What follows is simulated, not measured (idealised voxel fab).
process module | voxel fin reveal
cross-section cut | 160 nm wide | cells 5 nm
A cross-section is a grid of square cells, given in bands from the top down. A band is one or more rows of cells.
Each band's line starts with the height of the band's top and of its bottom, in nm. Then come its materials from left to right, each with its width in nm. One material with "throughout" fills the band from edge to edge. "air" is empty space.
Height 0 is the level under which the wafer as received is all one material. The lowest band goes on downwards, as in "0 down".
A width such as "30 to 40" changes by the same amount from each row of cells to the next, from the band's top row to its bottom row.
"no change" after a step means that no cell of the cross-section changed.
closed voids: empty space of 8 cells or more with no open way to the top, each as width x height at its distance from the left edge, in nm
after a step's settings: what the simulator itself notes on the step
overlay nm, on a step with a mask: how far to the right of its planned place the mask lay; to the left if negative
plan
1 op RECEIVE | material Si
2 op CONFORMAL_DEP | material SiN | thk nm 5
3 op PATTERN | tone cover | mask id FINS | material resist | width nm 15 | pitch nm 35 | thk nm 20 | overlay nm 0
4 op DIRECTIONAL_ETCH | etch materials SiN | depth nm 5
5 op DIRECTIONAL_ETCH | etch materials Si | depth nm 40
6 op STRIP | etch materials resist
7 op FILL_DEP | material SiO2 | thk nm 15
8 op CMP | height nm 5
9 op SELECTIVE_ETCH | etch materials SiO2 | depth nm 35
10 op STRIP | etch materials SiN
as received, after step 1
  0 down: Si throughout
  closed voids: none
a wafer at the end: this start, this plan, one mistake
  5 to 0: air 35 | SiN 15 | air 20 | SiN 15 | air 20 | SiN 15 | air 40
  0 to -30: air 35 | Si 15 | air 20 | Si 15 | air 20 | Si 15 | air 40
  -30 to -40: SiO2 35 | Si 15 | SiO2 20 | Si 15 | SiO2 20 | Si 15 | SiO2 40
  -40 down: Si throughout
  closed voids: none
what went wrong: step 10 was left out
